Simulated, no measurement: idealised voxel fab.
Process module heading - voxel gate over fins
We display cut, a cross-section 275 nm in width whose square cells are each 5 nm.
Format of a cross-section: grid, square cells. Given as bands. Order: top down. Band: one or more rows of cells. The band entry comprises the height of the band's top followed by the height of its bottom, expressed in nm, and subsequently the band's materials from left to right, each stated together with its width in nm. Where a single material is marked with the word "throughout", that material fills the band from edge to edge. The word "air" represents empty space. Measure heights from 0. That's the level where, below it, the as-received wafer is all one material. The lowest band is bottomless and extends downward; write it as in "0 nm and below". It should be noted that a width expressed as "30..40" varies in equal increments from row to row of cells within the band, taking the value of the first number at the top row and that of the second number at the bottom row. It should be understood that the words "no alterations made", when stated for a given step, signify that the cross-section underwent no change in any of its cells during that step. This entry, "Completely enclosed voids", enumerates those empty regions of no fewer than 8 cells that possess no open connection to the top. Each region is reported in the form width x height at distance, the distance being taken from the left edge, with all three quantities expressed in nm. It should be noted that, on the line of a given step, the content following the step's settings is a remark produced by the simulator itself with respect to that step. The line of a step may include "overlay nm". On a step with a mask, this value is how far to the right of its planned place the mask lay. A negative value means the mask lay to the left.

# Intended process steps
1) RECEIVE, material Si
2) CONFORMAL_DEP, material SiN, thk nm 10
3) DIRECTIONAL_DEP, material aC, thk nm 15
4) PATTERN, tone cover, mask id FINS, material resist, width nm 15, pitch nm 50, thk nm 35, overlay nm 0
5) DIRECTIONAL_ETCH, etch materials aC, depth nm 15
6) STRIP, etch materials resist
7) DIRECTIONAL_ETCH, etch materials SiN, depth nm 10
8) DIRECTIONAL_ETCH, etch materials Si, depth nm 40
9) STRIP, etch materials aC
10) OXIDIZE, depth nm 5
11) FILL_DEP, material SiO2, thk nm 15
12) CMP, height nm 10
13) MASKED_ETCH, tone open, mask id RAIL, width nm 15, etch materials SiO2, depth nm 45, overlay nm -15
14) CONFORMAL_DEP, material TiN, thk nm 5
15) FILL_DEP, material W, thk nm 10
16) CMP, height nm 10
17) SELECTIVE_ETCH, etch materials W Ru TiN, depth nm 30
18) FILL_DEP, material SiO2, thk nm 5
19) CMP, height nm 10
20) SELECTIVE_ETCH, etch materials SiO2, depth nm 20
21) STRIP, etch materials SiN
22) CONFORMAL_DEP, material HfO2, thk nm 5
23) CONFORMAL_DEP, material TiN, thk nm 5
24) CONFORMAL_DEP, material TiAl, thk nm 5
25) CONFORMAL_DEP, material TiN, thk nm 5
26) FILL_DEP, material W, thk nm 15
27) CMP, height nm 30
28) CONFORMAL_DEP, material SiCN, thk nm 10
The plan's step 13 overlay nm is the first wafer's value; the wafers differ in this setting and start identical.

# This is how the first of several wafers looked in cross-section when it arrived, which is after step 1
> 0 nm and below | Si throughout
> Completely enclosed voids: none

# Cross-section of the first of several wafers once the module has run through its last step, step 28
> 40 nm to 30 nm | SiCN throughout
> 30 nm to 20 nm | W throughout
> 20 nm to 15 nm | W=90; TiN=45; W=5; TiN=45; W=90
> 15 nm to 10 nm | W=90; TiN=5; TiAl=35; TiN=5; W=5; TiN=5; TiAl=35; TiN=5; W=90
> 10 nm to 5 nm | TiN=95; TiAl=5; TiN=25; TiAl=5; TiN=15; TiAl=5; TiN=25; TiAl=5; TiN=95
> 5 nm to 0 nm | TiAl=100; TiN=5; HfO2=15; TiN=5; TiAl=25; TiN=5; HfO2=15; TiN=5; TiAl=100
> 0 nm to -5 nm | TiN=105; HfO2=5; Si=5; HfO2=5; TiN=35; HfO2=5; Si=5; HfO2=5; TiN=105
> -5 nm to -10 nm | HfO2=110; Si=5; HfO2=45; Si=5; HfO2=110
> -10 nm to -20 nm | SiO2=110; Si=5; SiO2=45; Si=5; SiO2=110
> -20 nm to -35 nm | SiO2=110; Si=5; SiO2=5; TiN=10; SiO2=30; Si=5; SiO2=110
> -35 nm to -45 nm | SiO2=110; Si=5; SiO2=45; Si=5; SiO2=110
> -45 nm and below | Si throughout
> Completely enclosed voids: none

# Final wafer of several, shown in cross-section at the end of the module
> 40 nm to 30 nm | SiCN throughout
> 30 nm to 20 nm | W throughout
> 20 nm to 15 nm | W=90; TiN=45; W=5; TiN=45; W=90
> 15 nm to 10 nm | W=90; TiN=5; TiAl=35; TiN=5; W=5; TiN=5; TiAl=35; TiN=5; W=90
> 10 nm to 5 nm | TiN=95; TiAl=5; TiN=25; TiAl=5; TiN=15; TiAl=5; TiN=25; TiAl=5; TiN=95
> 5 nm to 0 nm | TiAl=100; TiN=5; HfO2=15; TiN=5; TiAl=25; TiN=5; HfO2=15; TiN=5; TiAl=100
> 0 nm to -5 nm | TiN=105; HfO2=5; Si=5; HfO2=5; TiN=35; HfO2=5; Si=5; HfO2=5; TiN=105
> -5 nm to -10 nm | HfO2=110; Si=5; HfO2=45; Si=5; HfO2=110
> -10 nm to -20 nm | SiO2=110; Si=5; SiO2=45; Si=5; SiO2=110
> -20 nm to -35 nm | SiO2=110; Si=5; SiO2=30; TiN=10; SiO2=5; Si=5; SiO2=110
> -35 nm to -45 nm | SiO2=110; Si=5; SiO2=45; Si=5; SiO2=110
> -45 nm and below | Si throughout
> Completely enclosed voids: none

# Take any row and you have a wafer at the end of the module: how many cells of each material it has gained (+) or lost (-) since it was received, and then its closed voids
overlay nm -15, +63 HfO2, -477 Si, +110 SiCN, +365 SiO2, +63 TiAl, +132 TiN, +184 W, Completely enclosed voids: none
overlay nm -10, +63 HfO2, -477 Si, +110 SiCN, +362 SiO2, +63 TiAl, +133 TiN, +186 W, Completely enclosed voids: none
overlay nm -5, +63 HfO2, -477 Si, +110 SiCN, +362 SiO2, +63 TiAl, +133 TiN, +186 W, Completely enclosed voids: none
overlay nm 0, +63 HfO2, -477 Si, +110 SiCN, +362 SiO2, +63 TiAl, +133 TiN, +186 W, Completely enclosed voids: none
overlay nm 5, +63 HfO2, -477 Si, +110 SiCN, +362 SiO2, +63 TiAl, +133 TiN, +186 W, Completely enclosed voids: none
overlay nm 10, +63 HfO2, -477 Si, +110 SiCN, +362 SiO2, +63 TiAl, +133 TiN, +186 W, Completely enclosed voids: none
overlay nm 15, +63 HfO2, -477 Si, +110 SiCN, +365 SiO2, +63 TiAl, +132 TiN, +184 W, Completely enclosed voids: none
